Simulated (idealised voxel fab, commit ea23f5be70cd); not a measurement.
Presented below is a process module, voxel wiring stack.
It is cross-section cut that appears here, measuring 145 nm in width, its square cells being 5 nm in size.
In what follows, cross-sections appear as grids of square cells, described through bands that run from the top down, where every band is one or more rows of cells.
Within each band entry, the heights of the top and of the bottom of the band appear first, in that order and in nm; the materials of the band then follow from left to right, each with its corresponding width in nm. The designation "edge to edge" on a single material indicates that it fills the band from edge to edge; the designation "air" indicates empty space.
It should be noted that heights are counted from 0, beneath which the wafer as supplied is of one material throughout, and that the lowest band possesses no lower boundary but continues downward, as written in "0 and below".
Width: "30->40" (first number = top row, second number = bottom row, same change from row to row of cells).
"nothing changed", as given for a step, is the statement that not any cell of the cross-section underwent a change during that step.
The entry titled "Enclosed void list" provides the empty spaces that have no open way to the top, restricted to those of 8 cells or more. Each is presented as width x height at distance, the distance being measured from the left edge, with all three in nm.
Text after the settings on a step's line: the simulator's own remark on that step.
"overlay nm" answers the question of how far to the right of plan the mask lay on a step that has a mask, and when it is negative the answer is to the left.
Every pair from here on: before one process step, after it. The after cross-section reaches only to the lowest band that changed. Below the pair: the step in between and its settings. Pairs can belong to different runs of this module on the same starting wafer; a pair carries on from the pair above only if the entry headed "Pre-step cross-section" says so.

**Pre-step cross-section**
  90 down to 80 = Ru edge to edge
  80 down to 75 = TiN=45; Ru=10; TiN=35; Ru=10; TiN=45
  75 down to 60 = SiO2=40; TiN=5; Ru=10; TiN=5; SiO2=25; TiN=5; Ru=10; TiN=5; SiO2=40
  60 down to 55 = SiN=40; TiN=20; SiN=25; TiN=20; SiN=40
  55 down to 40 = Ru=35; TiN=5; lowk=15; TiN=5; Ru=85
  40 down to 35 = TiN=40; SiCN=15; TiN=90
  35 down to 20 = lowk=40; W=20; lowk=25; W=20; lowk=40
  20 down to 15 = lowk=40; TiN=20; lowk=25; TiN=20; lowk=40
  15 down to 0 = SiO2 edge to edge
  0 and below = Si edge to edge
  Enclosed void list: none

**Cut View, Post-Step**
  75 down to 60 = SiO2=40; TiN=5; Ru=10; TiN=5; SiO2=25; TiN=5; Ru=10; TiN=5; SiO2=40
  Anything lower than 60 is untouched.
  Enclosed void list: none
Intermediate step for the cross-sections above: CMP | height nm 75

Pre-step cross-section: taken from the pair above, after panel.

**Cut View, Post-Step**
  80 down to 75 = SiN edge to edge
  Anything lower than 75 is untouched.
  Enclosed void list: none
Intermediate step for the cross-sections above: CONFORMAL_DEP | material SiN | thk nm 5
